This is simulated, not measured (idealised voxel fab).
Process module name: voxel double patterning
For reference, the cross-section in this document is cut, with width 180 nm and square cells of 5 nm.
In this document a cross-section is written as a grid of square cells. It is given as a series of bands, listed from the top down, and a band is one or more rows of cells.
Heights first: top, then bottom, in nm. Then materials, left to right, each with a width in nm. "full width" on a single material: fills the band edge to edge. "blank": empty space.
It should be noted that heights are counted from 0, beneath which the wafer as supplied is of one material throughout, and that the lowest band possesses no lower boundary but continues downward, as written in "from 0 down".
Width spec "30..40" -> top row of cells at first value, bottom row at second value, equal per-row change in between.
What does "remained the same" mean for a step? It means no cell of the cross-section changed in that step.
Basically, "Listed closed voids" tells you about the enclosed voids: empty spaces with no open way to the top, 8 cells or bigger, each written width x height at distance, where distance is from the left edge, all in nm.
after a step's settings: what the simulator itself notes on the step
overlay nm: where the mask lay relative to plan, measured to the right, on steps with a mask; negatives go left.
[Set out below are the planned steps of the process]
step 1: RECEIVE, material Si
step 2: CONFORMAL_DEP, material SiO2, thk nm 5
step 3: DIRECTIONAL_DEP, material W, thk nm 20
step 4: DIRECTIONAL_DEP, material SiCN, thk nm 5
step 5: MASKED_ETCH, tone open, mask id FIRST, width nm 15, pitch nm 50, etch materials SiCN, depth nm 5, overlay nm 0
step 6: PATTERN, tone open, mask id SECOND, material resist, width nm 15, pitch nm 50, thk nm 15, overlay nm 0
step 7: DIRECTIONAL_ETCH, etch materials SiCN, depth nm 5
step 8: STRIP, etch materials resist
step 9: DIRECTIONAL_ETCH, etch materials W, depth nm 20
step 10: STRIP, etch materials SiCN
[As-received state of the wafer in cross-section, equivalent to post-step 1]
- from 0 down | Si full width
- Listed closed voids: none
[Wafer cross-section at end of module: start and plan as shown above, one execution error]
- from 25 to 5 | 55 of blank; 15 of W; 35 of blank; 15 of W; 60 of blank
- from 5 to 0 | SiO2 full width
- from 0 down | Si full width
- Listed closed voids: none
Nonconformance to the process plan: note that step 6 departed from the planned setting and was carried out as PATTERN, tone cover, mask id SECOND, material resist, width nm 15, pitch nm 50, thk nm 15, overlay nm 0
